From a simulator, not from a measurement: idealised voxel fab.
Herein follows the process module entitled voxel transistor to metal.
Cross-section cut spans 145 nm and uses square cells 5 nm in size.
The cross-sections in this document take the form of a grid made of square cells. They are written out as bands, in order from top to bottom. Each band consists of one or more rows of cells. Each band's line starts with the height of the band's top and of its bottom, in nm. Then come its materials from left to right, each with its width in nm. One material with "full width" fills the band from edge to edge. "air" is empty space. Convention: height 0 is the level below which the wafer, as received, is all one material. The lowest band does not terminate at the bottom but continues downward, represented as "top 0, no bottom". So if you see something like "30->40" for the width, read it as the top row of the band sitting at the first number and the bottom row at the second, with every row in between moving by the same amount as the last. Basically "remained the same" means that step didn't change any cell in the cross-section. Each empty space that has no open way to the top and spans at least 8 cells appears under "Sealed internal voids" as width x height at distance, the distance counted from the left edge, all in nm. Formally, on a step line, whatever follows the settings is a remark that the simulator itself makes on the step. The "overlay nm" setting may appear on a step's line; for a step that uses a mask, it gives how far to the right of its planned position the mask lay, and a negative value indicates the left.
**The following list gives the planned process steps**
1. op RECEIVE | material Si
2. op CONFORMAL_DEP | material SiO2 | thk nm 5
3. op CONFORMAL_DEP | material SiN | thk nm 15
4. op DIRECTIONAL_DEP | material aC | thk nm 10
5. op PATTERN | tone cover | mask id ACTIVE | material resist | width nm 100 | thk nm 25 | overlay nm 0
6. op DIRECTIONAL_ETCH | etch materials aC | depth nm 10
7. op STRIP | etch materials resist
8. op DIRECTIONAL_ETCH | etch materials SiN | depth nm 15
9. op DIRECTIONAL_ETCH | etch materials SiO2 | depth nm 5
10. op DIRECTIONAL_ETCH | etch materials Si | depth nm 20
11. op STRIP | etch materials aC
12. op FILL_DEP | material SiO2 | thk nm 15
13. op CMP | height nm 20
14. op SELECTIVE_ETCH | etch materials SiO2 | depth nm 15
15. op STRIP | etch materials SiN
16. op SELECTIVE_ETCH | etch materials SiO2 | depth nm 5
17. op OXIDIZE | depth nm 5
18. op DIRECTIONAL_DEP | material polySi | thk nm 25
19. op DIRECTIONAL_DEP | material SiCN | thk nm 10
20. op MASKED_ETCH | tone cover | mask id GATE | width nm 20 | etch materials SiCN | depth nm 20 | overlay nm 0
21. op MASKED_ETCH | tone cover | mask id GATE | width nm 20 | etch materials polySi | depth nm 35 | overlay nm 0
22. op CONFORMAL_DEP | material SiO2 | thk nm 5
23. op DIRECTIONAL_ETCH | etch materials SiO2 | depth nm 5
24. op CONFORMAL_DEP | material SiN | thk nm 10
25. op DIRECTIONAL_ETCH | etch materials SiN | depth nm 10
26. op DIRECTIONAL_ETCH | etch materials SiO2 | depth nm 5
27. op DIRECTIONAL_ETCH | etch materials Si | depth nm 5
28. op EPI | material pSi | thk nm 10
29. op FILL_DEP | material SiO2 | thk nm 10
30. op CMP | height nm 35
31. op DIRECTIONAL_DEP | material SiO2 | thk nm 15
32. op MASKED_ETCH | tone open | mask id CONTACT | width nm 20 | pitch nm 70 | etch materials SiO2 | depth nm 50 | overlay nm 0
33. op CONFORMAL_DEP | material TiN | thk nm 5
34. op FILL_DEP | material W | thk nm 10
35. op CMP | height nm 50
36. op CONFORMAL_DEP | material SiN | thk nm 5
37. op DIRECTIONAL_DEP | material lowk | thk nm 15
38. op MASKED_ETCH | tone open | mask id METAL_1 | width nm 20 | pitch nm 70 | etch materials lowk | depth nm 15 | overlay nm 0
39. op MASKED_ETCH | tone open | mask id METAL_1 | width nm 20 | pitch nm 70 | etch materials SiN | depth nm 5 | overlay nm 0
40. op CONFORMAL_DEP | material TiN | thk nm 5
41. op FILL_DEP | material Cu | thk nm 10
42. op CMP | height nm 70
43. op CONFORMAL_DEP | material SiCN | thk nm 5
44. op DIRECTIONAL_DEP | material lowk | thk nm 30
45. op DIRECTIONAL_DEP | material aC | thk nm 10
46. op PATTERN | tone open | mask id METAL_2 | material resist | width nm 20 | pitch nm 70 | thk nm 30 | overlay nm 0
47. op DIRECTIONAL_ETCH | etch materials aC | depth nm 10
48. op STRIP | etch materials resist
49. op DIRECTIONAL_ETCH | etch materials lowk | depth nm 15
50. op STRIP | etch materials aC
51. op DIRECTIONAL_DEP | material aC | thk nm 10
52. op PATTERN | tone open | mask id METAL_2_HOLES | material resist | width nm 15 | pitch nm 70 | thk nm 30 | overlay nm 0
53. op DIRECTIONAL_ETCH | etch materials aC | depth nm 10
54. op STRIP | etch materials resist
55. op DIRECTIONAL_ETCH | etch materials lowk | depth nm 15
56. op DIRECTIONAL_ETCH | etch materials SiCN | depth nm 5
57. op STRIP | etch materials aC
58. op CONFORMAL_DEP | material TiN | thk nm 5
59. op FILL_DEP | material Ru | thk nm 10
60. op CMP | height nm 105
61. op CONFORMAL_DEP | material SiCN | thk nm 5
**First of the two wafers, run per plan**
**Cross-section, incoming material, after step 1**
    top 0, no bottom: Si full width
    Sealed internal voids: none
**Wafer section view after processing step 2**
    top 5, bottom 0: SiO2 full width
    Note: structure below 0 unchanged.
**Wafer section view after processing step 3**
    top 20, bottom 5: SiN full width
    Note: structure below 5 unchanged.
**Wafer section view after processing step 4**
    top 30, bottom 20: aC full width
    Note: structure below 20 unchanged.
**Wafer section view after processing step 5**
    top 55, bottom 30: 20 nm air, 100 nm resist, 25 nm air
    Note: structure below 30 unchanged.
**Wafer section view after processing step 6**
    top 45, bottom 30: 20 nm air, 100 nm resist, 25 nm air
    top 30, bottom 20: 20 nm air, 100 nm aC, 25 nm air
    Note: structure below 20 unchanged.
**Wafer section view after processing step 7**
    top 30, bottom 20: 20 nm air, 100 nm aC, 25 nm air
    Note: structure below 20 unchanged.
**Wafer section view after processing step 8**
    top 30, bottom 20: 20 nm air, 100 nm aC, 25 nm air
    top 20, bottom 5: 20 nm air, 100 nm SiN, 25 nm air
    Note: structure below 5 unchanged.
**Wafer section view after processing step 9**
    top 30, bottom 20: 20 nm air, 100 nm aC, 25 nm air
    top 20, bottom 5: 20 nm air, 100 nm SiN, 25 nm air
    top 5, bottom 0: 20 nm air, 100 nm SiO2, 25 nm air
    Note: structure below 0 unchanged.
**Wafer section view after processing step 10**
    top 30, bottom 20: 20 nm air, 100 nm aC, 25 nm air
    top 20, bottom 5: 20 nm air, 100 nm SiN, 25 nm air
    top 5, bottom 0: 20 nm air, 100 nm SiO2, 25 nm air
    top 0, bottom -20: 20 nm air, 100 nm Si, 25 nm air
    Note: structure below -20 unchanged.
**Wafer section view after processing step 11**
    top 20, bottom 5: 20 nm air, 100 nm SiN, 25 nm air
    Note: structure below 5 unchanged.
**Wafer section view after processing step 12**
    top 35, bottom 20: SiO2 full width
    top 20, bottom 5: 20 nm SiO2, 100 nm SiN, 25 nm SiO2
    top 5, bottom 0: SiO2 full width
    top 0, bottom -20: 20 nm SiO2, 100 nm Si, 25 nm SiO2
    Note: structure below -20 unchanged.
**Wafer section view after processing step 13**
    top 20, bottom 5: 20 nm SiO2, 100 nm SiN, 25 nm SiO2
    Note: structure below 5 unchanged.
**Wafer section view after processing step 14**
    top 20, bottom 5: 20 nm air, 100 nm SiN, 25 nm air
    Note: structure below 5 unchanged.
**Wafer section view after processing step 15**
    top 5, bottom 0: SiO2 full width
    Note: structure below 0 unchanged.
**Wafer section view after processing step 16**
    top 0, bottom -20: 20 nm SiO2, 100 nm Si, 25 nm SiO2
    Note: structure below -20 unchanged.
**Wafer section view after processing step 17**
    top 0, bottom -5: SiO2 full width
    Note: structure below -5 unchanged.
**Wafer section view after processing step 18**
    top 25, bottom 0: polySi full width
    Note: structure below 0 unchanged.
**Wafer section view after processing step 19**
    top 35, bottom 25: SiCN full width
    Note: structure below 25 unchanged.
**Wafer section view after processing step 20**
    top 35, bottom 25: 60 nm air, 20 nm SiCN, 65 nm air
    Note: structure below 25 unchanged.
**Wafer section view after processing step 21**
    top 35, bottom 25: 60 nm air, 20 nm SiCN, 65 nm air
    top 25, bottom 0: 60 nm air, 20 nm polySi, 65 nm air
    Note: structure below 0 unchanged.
**Wafer section view after processing step 22**
    top 40, bottom 35: 55 nm air, 30 nm SiO2, 60 nm air
    top 35, bottom 25: 55 nm air, 5 nm SiO2, 20 nm SiCN, 5 nm SiO2, 60 nm air
    top 25, bottom 5: 55 nm air, 5 nm SiO2, 20 nm polySi, 5 nm SiO2, 60 nm air
    top 5, bottom 0: 60 nm SiO2, 20 nm polySi, 65 nm SiO2
    Note: structure below 0 unchanged.
**Wafer section view after processing step 23**
    top 35, bottom 25: 55 nm air, 5 nm SiO2, 20 nm SiCN, 5 nm SiO2, 60 nm air
    top 25, bottom 0: 55 nm air, 5 nm SiO2, 20 nm polySi, 5 nm SiO2, 60 nm air
    Note: structure below 0 unchanged.
**Wafer section view after processing step 24**
    top 45, bottom 35: 45 nm air, 50 nm SiN, 50 nm air
    top 35, bottom 25: 45 nm air, 10 nm SiN, 5 nm SiO2, 20 nm SiCN, 5 nm SiO2, 10 nm SiN, 50 nm air
    top 25, bottom 10: 45 nm air, 10 nm SiN, 5 nm SiO2, 20 nm polySi, 5 nm SiO2, 10 nm SiN, 50 nm air
    top 10, bottom 0: 55 nm SiN, 5 nm SiO2, 20 nm polySi, 5 nm SiO2, 60 nm SiN
    Note: structure below 0 unchanged.
**Wafer section view after processing step 25**
    top 35, bottom 25: 45 nm air, 10 nm SiN, 5 nm SiO2, 20 nm SiCN, 5 nm SiO2, 10 nm SiN, 50 nm air
    top 25, bottom 0: 45 nm air, 10 nm SiN, 5 nm SiO2, 20 nm polySi, 5 nm SiO2, 10 nm SiN, 50 nm air
    Note: structure below 0 unchanged.
**Wafer section view after processing step 26**
    top 35, bottom 30: 45 nm air, 10 nm SiN, 5 nm air, 20 nm SiCN, 5 nm air, 10 nm SiN, 50 nm air
    top 30, bottom 25: 45 nm air, 10 nm SiN, 5 nm SiO2, 20 nm SiCN, 5 nm SiO2, 10 nm SiN, 50 nm air
    top 25, bottom 0: 45 nm air, 10 nm SiN, 5 nm SiO2, 20 nm polySi, 5 nm SiO2, 10 nm SiN, 50 nm air
    top 0, bottom -5: 45 nm air, 50 nm SiO2, 50 nm air
    Note: structure below -5 unchanged.
**Wafer section view after processing step 27**
    top 35, bottom 30: 45 nm air, 10 nm SiN, 5 nm air, 20 nm SiCN, 5 nm air, 10 nm SiN, 50 nm air
    top 30, bottom 25: 45 nm air, 10 nm SiN, 5 nm SiO2, 20 nm SiCN, 5 nm SiO2, 10 nm SiN, 50 nm air
    top 25, bottom 0: 45 nm air, 10 nm SiN, 5 nm SiO2, 20 nm polySi, 5 nm SiO2, 10 nm SiN, 50 nm air
    top 0, bottom -5: 45 nm air, 50 nm SiO2, 50 nm air
    top -5, bottom -10: 20 nm SiO2, 25 nm air, 50 nm Si, 25 nm air, 25 nm SiO2
    Note: structure below -10 unchanged.
**Wafer section view after processing step 28**
    top 35, bottom 30: 45 nm air, 10 nm SiN, 5 nm air, 20 nm SiCN, 5 nm air, 10 nm SiN, 50 nm air
    top 30, bottom 25: 45 nm air, 10 nm SiN, 5 nm SiO2, 20 nm SiCN, 5 nm SiO2, 10 nm SiN, 50 nm air
    top 25, bottom 5: 45 nm air, 10 nm SiN, 5 nm SiO2, 20 nm polySi, 5 nm SiO2, 10 nm SiN, 50 nm air
    top 5, bottom 0: 35 nm air, 10 nm pSi, 10 nm SiN, 5 nm SiO2, 20 nm polySi, 5 nm SiO2, 10 nm SiN, 10 nm pSi, 40 nm air
    top 0, bottom -5: 15 nm air, 30 nm pSi, 50 nm SiO2, 30 nm pSi, 20 nm air
    top -5, bottom -10: 20 nm SiO2, 25 nm pSi, 50 nm Si, 25 nm pSi, 25 nm SiO2
    Note: structure below -10 unchanged.
**Wafer section view after processing step 29**
    top 45, bottom 35: SiO2 full width
    top 35, bottom 25: 45 nm SiO2, 10 nm SiN, 5 nm SiO2, 20 nm SiCN, 5 nm SiO2, 10 nm SiN, 50 nm SiO2
    top 25, bottom 5: 45 nm SiO2, 10 nm SiN, 5 nm SiO2, 20 nm polySi, 5 nm SiO2, 10 nm SiN, 50 nm SiO2
    top 5, bottom 0: 35 nm SiO2, 10 nm pSi, 10 nm SiN, 5 nm SiO2, 20 nm polySi, 5 nm SiO2, 10 nm SiN, 10 nm pSi, 40 nm SiO2
    top 0, bottom -5: 15 nm SiO2, 30 nm pSi, 50 nm SiO2, 30 nm pSi, 20 nm SiO2
    Note: structure below -5 unchanged.
**Wafer section view after processing step 30**
    top 35, bottom 25: 45 nm SiO2, 10 nm SiN, 5 nm SiO2, 20 nm SiCN, 5 nm SiO2, 10 nm SiN, 50 nm SiO2
    Note: structure below 25 unchanged.
**Wafer section view after processing step 31**
    top 50, bottom 35: SiO2 full width
    Note: structure below 35 unchanged.
**Wafer section view after processing step 32**
    top 50, bottom 35: 25 nm SiO2, 20 nm air, 50 nm SiO2, 20 nm air, 30 nm SiO2
    top 35, bottom 25: 25 nm SiO2, 20 nm air, 10 nm SiN, 5 nm SiO2, 20 nm SiCN, 5 nm SiO2, 10 nm SiN, 20 nm air, 30 nm SiO2
    top 25, bottom 5: 25 nm SiO2, 20 nm air, 10 nm SiN, 5 nm SiO2, 20 nm polySi, 5 nm SiO2, 10 nm SiN, 20 nm air, 30 nm SiO2
    top 5, bottom 0: 25 nm SiO2, 10 nm air, 10 nm pSi, 10 nm SiN, 5 nm SiO2, 20 nm polySi, 5 nm SiO2, 10 nm SiN, 10 nm pSi, 10 nm air, 30 nm SiO2
    Note: structure below 0 unchanged.
**Wafer section view after processing step 33**
    top 55, bottom 50: 30 nm TiN, 10 nm air, 60 nm TiN, 10 nm air, 35 nm TiN
    top 50, bottom 35: 25 nm SiO2, 5 nm TiN, 10 nm air, 5 nm TiN, 50 nm SiO2, 5 nm TiN, 10 nm air, 5 nm TiN, 30 nm SiO2
    top 35, bottom 25: 25 nm SiO2, 5 nm TiN, 10 nm air, 5 nm TiN, 10 nm SiN, 5 nm SiO2, 20 nm SiCN, 5 nm SiO2, 10 nm SiN, 5 nm TiN, 10 nm air, 5 nm TiN, 30 nm SiO2
    top 25, bottom 10: 25 nm SiO2, 5 nm TiN, 10 nm air, 5 nm TiN, 10 nm SiN, 5 nm SiO2, 20 nm polySi, 5 nm SiO2, 10 nm SiN, 5 nm TiN, 10 nm air, 5 nm TiN, 30 nm SiO2
    top 10, bottom 5: 25 nm SiO2, 20 nm TiN, 10 nm SiN, 5 nm SiO2, 20 nm polySi, 5 nm SiO2, 10 nm SiN, 20 nm TiN, 30 nm SiO2
    top 5, bottom 0: 25 nm SiO2, 10 nm TiN, 10 nm pSi, 10 nm SiN, 5 nm SiO2, 20 nm polySi, 5 nm SiO2, 10 nm SiN, 10 nm pSi, 10 nm TiN, 30 nm SiO2
    Note: structure below 0 unchanged.
**Wafer section view after processing step 34**
    top 65, bottom 55: W full width
    top 55, bottom 50: 30 nm TiN, 10 nm W, 60 nm TiN, 10 nm W, 35 nm TiN
    top 50, bottom 35: 25 nm SiO2, 5 nm TiN, 10 nm W, 5 nm TiN, 50 nm SiO2, 5 nm TiN, 10 nm W, 5 nm TiN, 30 nm SiO2
    top 35, bottom 25: 25 nm SiO2, 5 nm TiN, 10 nm W, 5 nm TiN, 10 nm SiN, 5 nm SiO2, 20 nm SiCN, 5 nm SiO2, 10 nm SiN, 5 nm TiN, 10 nm W, 5 nm TiN, 30 nm SiO2
    top 25, bottom 10: 25 nm SiO2, 5 nm TiN, 10 nm W, 5 nm TiN, 10 nm SiN, 5 nm SiO2, 20 nm polySi, 5 nm SiO2, 10 nm SiN, 5 nm TiN, 10 nm W, 5 nm TiN, 30 nm SiO2
    Note: structure below 10 unchanged.
**Wafer section view after processing step 35**
    top 50, bottom 35: 25 nm SiO2, 5 nm TiN, 10 nm W, 5 nm TiN, 50 nm SiO2, 5 nm TiN, 10 nm W, 5 nm TiN, 30 nm SiO2
    Note: structure below 35 unchanged.
**Wafer section view after processing step 36**
    top 55, bottom 50: SiN full width
    Note: structure below 50 unchanged.
**Wafer section view after processing step 37**
    top 70, bottom 55: lowk full width
    Note: structure below 55 unchanged.
**Wafer section view after processing step 38**
    top 70, bottom 55: 25 nm lowk, 20 nm air, 50 nm lowk, 20 nm air, 30 nm lowk
    Note: structure below 55 unchanged.
**Wafer section view after processing step 39**
    top 70, bottom 55: 25 nm lowk, 20 nm air, 50 nm lowk, 20 nm air, 30 nm lowk
    top 55, bottom 50: 25 nm SiN, 20 nm air, 50 nm SiN, 20 nm air, 30 nm SiN
    Note: structure below 50 unchanged.
**Wafer section view after processing step 40**
    top 75, bottom 70: 30 nm TiN, 10 nm air, 60 nm TiN, 10 nm air, 35 nm TiN
    top 70, bottom 55: 25 nm lowk, 5 nm TiN, 10 nm air, 5 nm TiN, 50 nm lowk, 5 nm TiN, 10 nm air, 5 nm TiN, 30 nm lowk
    top 55, bottom 50: 25 nm SiN, 20 nm TiN, 50 nm SiN, 20 nm TiN, 30 nm SiN
    Note: structure below 50 unchanged.
**Wafer section view after processing step 41**
    top 85, bottom 75: Cu full width
    top 75, bottom 70: 30 nm TiN, 10 nm Cu, 60 nm TiN, 10 nm Cu, 35 nm TiN
    top 70, bottom 55: 25 nm lowk, 5 nm TiN, 10 nm Cu, 5 nm TiN, 50 nm lowk, 5 nm TiN, 10 nm Cu, 5 nm TiN, 30 nm lowk
    Note: structure below 55 unchanged.
**Wafer section view after processing step 42**
    top 70, bottom 55: 25 nm lowk, 5 nm TiN, 10 nm Cu, 5 nm TiN, 50 nm lowk, 5 nm TiN, 10 nm Cu, 5 nm TiN, 30 nm lowk
    Note: structure below 55 unchanged.
**Wafer section view after processing step 43**
    top 75, bottom 70: SiCN full width
    Note: structure below 70 unchanged.
**Wafer section view after processing step 44**
    top 105, bottom 75: lowk full width
    Note: structure below 75 unchanged.
**Wafer section view after processing step 45**
    top 115, bottom 105: aC full width
    Note: structure below 105 unchanged.
**Wafer section view after processing step 46**
    top 145, bottom 115: 25 nm resist, 20 nm air, 50 nm resist, 20 nm air, 30 nm resist
    Note: structure below 115 unchanged.
**Wafer section view after processing step 47**
    top 135, bottom 115: 25 nm resist, 20 nm air, 50 nm resist, 20 nm air, 30 nm resist
    top 115, bottom 105: 25 nm aC, 20 nm air, 50 nm aC, 20 nm air, 30 nm aC
    Note: structure below 105 unchanged.
**Wafer section view after processing step 48**
    top 115, bottom 105: 25 nm aC, 20 nm air, 50 nm aC, 20 nm air, 30 nm aC
    Note: structure below 105 unchanged.
**Wafer section view after processing step 49**
    top 115, bottom 105: 25 nm aC, 20 nm air, 50 nm aC, 20 nm air, 30 nm aC
    top 105, bottom 90: 25 nm lowk, 20 nm air, 50 nm lowk, 20 nm air, 30 nm lowk
    Note: structure below 90 unchanged.
**Wafer section view after processing step 50**
    top 105, bottom 90: 25 nm lowk, 20 nm air, 50 nm lowk, 20 nm air, 30 nm lowk
    Note: structure below 90 unchanged.
**Wafer section view after processing step 51**
    top 115, bottom 105: 25 nm aC, 20 nm air, 50 nm aC, 20 nm air, 30 nm aC
    top 105, bottom 100: 25 nm lowk, 20 nm air, 50 nm lowk, 20 nm air, 30 nm lowk
    top 100, bottom 90: 25 nm lowk, 20 nm aC, 50 nm lowk, 20 nm aC, 30 nm lowk
    Note: structure below 90 unchanged.
**Wafer section view after processing step 52**
    top 145, bottom 115: 25 nm resist, 15 nm air, 55 nm resist, 15 nm air, 35 nm resist
    top 115, bottom 105: 25 nm aC, 15 nm air, 5 nm resist, 50 nm aC, 15 nm air, 5 nm resist, 30 nm aC
    top 105, bottom 100: 25 nm lowk, 15 nm air, 5 nm resist, 50 nm lowk, 15 nm air, 5 nm resist, 30 nm lowk
    Note: structure below 100 unchanged.
**Wafer section view after processing step 53**
    top 135, bottom 115: 25 nm resist, 15 nm air, 55 nm resist, 15 nm air, 35 nm resist
    top 115, bottom 105: 25 nm aC, 15 nm air, 5 nm resist, 50 nm aC, 15 nm air, 5 nm resist, 30 nm aC
    top 105, bottom 100: 25 nm lowk, 15 nm air, 5 nm resist, 50 nm lowk, 15 nm air, 5 nm resist, 30 nm lowk
    top 100, bottom 90: 25 nm lowk, 15 nm air, 5 nm aC, 50 nm lowk, 15 nm air, 5 nm aC, 30 nm lowk
    Note: structure below 90 unchanged.
**Wafer section view after processing step 54**
    top 115, bottom 105: 25 nm aC, 20 nm air, 50 nm aC, 20 nm air, 30 nm aC
    top 105, bottom 100: 25 nm lowk, 20 nm air, 50 nm lowk, 20 nm air, 30 nm lowk
    Note: structure below 100 unchanged.
**Wafer section view after processing step 55**
    top 115, bottom 105: 25 nm aC, 20 nm air, 50 nm aC, 20 nm air, 30 nm aC
    top 105, bottom 100: 25 nm lowk, 20 nm air, 50 nm lowk, 20 nm air, 30 nm lowk
    top 100, bottom 90: 25 nm lowk, 15 nm air, 5 nm aC, 50 nm lowk, 15 nm air, 5 nm aC, 30 nm lowk
    top 90, bottom 75: 25 nm lowk, 15 nm air, 55 nm lowk, 15 nm air, 35 nm lowk
    Note: structure below 75 unchanged.
**Wafer section view after processing step 56**
    top 115, bottom 105: 25 nm aC, 20 nm air, 50 nm aC, 20 nm air, 30 nm aC
    top 105, bottom 100: 25 nm lowk, 20 nm air, 50 nm lowk, 20 nm air, 30 nm lowk
    top 100, bottom 90: 25 nm lowk, 15 nm air, 5 nm aC, 50 nm lowk, 15 nm air, 5 nm aC, 30 nm lowk
    top 90, bottom 75: 25 nm lowk, 15 nm air, 55 nm lowk, 15 nm air, 35 nm lowk
    top 75, bottom 70: 25 nm SiCN, 15 nm air, 55 nm SiCN, 15 nm air, 35 nm SiCN
    Note: structure below 70 unchanged.
**Wafer section view after processing step 57**
    top 105, bottom 90: 25 nm lowk, 20 nm air, 50 nm lowk, 20 nm air, 30 nm lowk
    Note: structure below 90 unchanged.
**Wafer section view after processing step 58**
    top 110, bottom 105: 30 nm TiN, 10 nm air, 60 nm TiN, 10 nm air, 35 nm TiN
    top 105, bottom 95: 25 nm lowk, 5 nm TiN, 10 nm air, 5 nm TiN, 50 nm lowk, 5 nm TiN, 10 nm air, 5 nm TiN, 30 nm lowk
    top 95, bottom 90: 25 nm lowk, 5 nm TiN, 5 nm air, 10 nm TiN, 50 nm lowk, 5 nm TiN, 5 nm air, 10 nm TiN, 30 nm lowk
    top 90, bottom 75: 25 nm lowk, 5 nm TiN, 5 nm air, 5 nm TiN, 55 nm lowk, 5 nm TiN, 5 nm air, 5 nm TiN, 35 nm lowk
    top 75, bottom 70: 25 nm SiCN, 15 nm TiN, 55 nm SiCN, 15 nm TiN, 35 nm SiCN
    Note: structure below 70 unchanged.
**Wafer section view after processing step 59**
    top 120, bottom 110: Ru full width
    top 110, bottom 105: 30 nm TiN, 10 nm Ru, 60 nm TiN, 10 nm Ru, 35 nm TiN
    top 105, bottom 95: 25 nm lowk, 5 nm TiN, 10 nm Ru, 5 nm TiN, 50 nm lowk, 5 nm TiN, 10 nm Ru, 5 nm TiN, 30 nm lowk
    top 95, bottom 90: 25 nm lowk, 5 nm TiN, 5 nm Ru, 10 nm TiN, 50 nm lowk, 5 nm TiN, 5 nm Ru, 10 nm TiN, 30 nm lowk
    top 90, bottom 75: 25 nm lowk, 5 nm TiN, 5 nm Ru, 5 nm TiN, 55 nm lowk, 5 nm TiN, 5 nm Ru, 5 nm TiN, 35 nm lowk
    Note: structure below 75 unchanged.
**Wafer section view after processing step 60**
    top 105, bottom 95: 25 nm lowk, 5 nm TiN, 10 nm Ru, 5 nm TiN, 50 nm lowk, 5 nm TiN, 10 nm Ru, 5 nm TiN, 30 nm lowk
    Note: structure below 95 unchanged.
**Wafer section view after processing step 61**
    top 110, bottom 105: SiCN full width
    Note: structure below 105 unchanged.
**Here the second wafer is described. Its start and its plan were those of the first wafer. Its run contained one mistake. Up to and including step 48, it did exactly what the first wafer did**
**Cross-section of the second wafer at the time step 49 of the plan should have ended**
    top 115, bottom 105: 25 nm aC, 20 nm air, 50 nm aC, 20 nm air, 30 nm aC
    top 105, bottom 75: 25 nm lowk, 20 nm air, 50 nm lowk, 20 nm air, 30 nm lowk
    Note: structure below 75 unchanged.
**Cross-section of the second wafer at the time step 50 of the plan should have ended**
    top 105, bottom 75: 25 nm lowk, 20 nm air, 50 nm lowk, 20 nm air, 30 nm lowk
    Note: structure below 75 unchanged.
**Cross-section of the second wafer at the time step 51 of the plan should have ended**
    top 115, bottom 105: 25 nm aC, 20 nm air, 50 nm aC, 20 nm air, 30 nm aC
    top 105, bottom 85: 25 nm lowk, 20 nm air, 50 nm lowk, 20 nm air, 30 nm lowk
    top 85, bottom 75: 25 nm lowk, 20 nm aC, 50 nm lowk, 20 nm aC, 30 nm lowk
    Note: structure below 75 unchanged.
**Cross-section of the second wafer at the time step 52 of the plan should have ended**
    top 145, bottom 115: 25 nm resist, 15 nm air, 55 nm resist, 15 nm air, 35 nm resist
    top 115, bottom 105: 25 nm aC, 15 nm air, 5 nm resist, 50 nm aC, 15 nm air, 5 nm resist, 30 nm aC
    top 105, bottom 85: 25 nm lowk, 15 nm air, 5 nm resist, 50 nm lowk, 15 nm air, 5 nm resist, 30 nm lowk
    Note: structure below 85 unchanged.
**Cross-section of the second wafer at the time step 53 of the plan should have ended**
    top 135, bottom 115: 25 nm resist, 15 nm air, 55 nm resist, 15 nm air, 35 nm resist
    top 115, bottom 105: 25 nm aC, 15 nm air, 5 nm resist, 50 nm aC, 15 nm air, 5 nm resist, 30 nm aC
    top 105, bottom 85: 25 nm lowk, 15 nm air, 5 nm resist, 50 nm lowk, 15 nm air, 5 nm resist, 30 nm lowk
    top 85, bottom 75: 25 nm lowk, 15 nm air, 5 nm aC, 50 nm lowk, 15 nm air, 5 nm aC, 30 nm lowk
    Note: structure below 75 unchanged.
**Cross-section of the second wafer at the time step 54 of the plan should have ended**
    top 115, bottom 105: 25 nm aC, 20 nm air, 50 nm aC, 20 nm air, 30 nm aC
    top 105, bottom 85: 25 nm lowk, 20 nm air, 50 nm lowk, 20 nm air, 30 nm lowk
    Note: structure below 85 unchanged.
Cross-section of the second wafer at the time step 55 of the plan should have ended: remained the same
**Cross-section of the second wafer at the time step 56 of the plan should have ended**
    top 115, bottom 105: 25 nm aC, 20 nm air, 50 nm aC, 20 nm air, 30 nm aC
    top 105, bottom 85: 25 nm lowk, 20 nm air, 50 nm lowk, 20 nm air, 30 nm lowk
    top 85, bottom 75: 25 nm lowk, 15 nm air, 5 nm aC, 50 nm lowk, 15 nm air, 5 nm aC, 30 nm lowk
    top 75, bottom 70: 25 nm SiCN, 15 nm air, 55 nm SiCN, 15 nm air, 35 nm SiCN
    Note: structure below 70 unchanged.
**Cross-section of the second wafer at the time step 57 of the plan should have ended**
    top 105, bottom 75: 25 nm lowk, 20 nm air, 50 nm lowk, 20 nm air, 30 nm lowk
    Note: structure below 75 unchanged.
**Cross-section of the second wafer at the time step 58 of the plan should have ended**
    top 110, bottom 105: 30 nm TiN, 10 nm air, 60 nm TiN, 10 nm air, 35 nm TiN
    top 105, bottom 80: 25 nm lowk, 5 nm TiN, 10 nm air, 5 nm TiN, 50 nm lowk, 5 nm TiN, 10 nm air, 5 nm TiN, 30 nm lowk
    top 80, bottom 75: 25 nm lowk, 5 nm TiN, 5 nm air, 10 nm TiN, 50 nm lowk, 5 nm TiN, 5 nm air, 10 nm TiN, 30 nm lowk
    top 75, bottom 70: 25 nm SiCN, 15 nm TiN, 55 nm SiCN, 15 nm TiN, 35 nm SiCN
    Note: structure below 70 unchanged.
**Cross-section of the second wafer at the time step 59 of the plan should have ended**
    top 120, bottom 110: Ru full width
    top 110, bottom 105: 30 nm TiN, 10 nm Ru, 60 nm TiN, 10 nm Ru, 35 nm TiN
    top 105, bottom 80: 25 nm lowk, 5 nm TiN, 10 nm Ru, 5 nm TiN, 50 nm lowk, 5 nm TiN, 10 nm Ru, 5 nm TiN, 30 nm lowk
    top 80, bottom 75: 25 nm lowk, 5 nm TiN, 5 nm Ru, 10 nm TiN, 50 nm lowk, 5 nm TiN, 5 nm Ru, 10 nm TiN, 30 nm lowk
    Note: structure below 75 unchanged.
**Cross-section of the second wafer at the time step 60 of the plan should have ended**
    top 105, bottom 80: 25 nm lowk, 5 nm TiN, 10 nm Ru, 5 nm TiN, 50 nm lowk, 5 nm TiN, 10 nm Ru, 5 nm TiN, 30 nm lowk
    Note: structure below 80 unchanged.
**Cross-section of the second wafer at the time step 61 of the plan should have ended**
    top 110, bottom 105: SiCN full width
    Note: structure below 105 unchanged.
What was the processing mistake? step 49 of the plan was performed twice
Final comparison by cell count, materials where the second wafer has more or fewer than the first: Ru: 6 more, lowk: 6 fewer
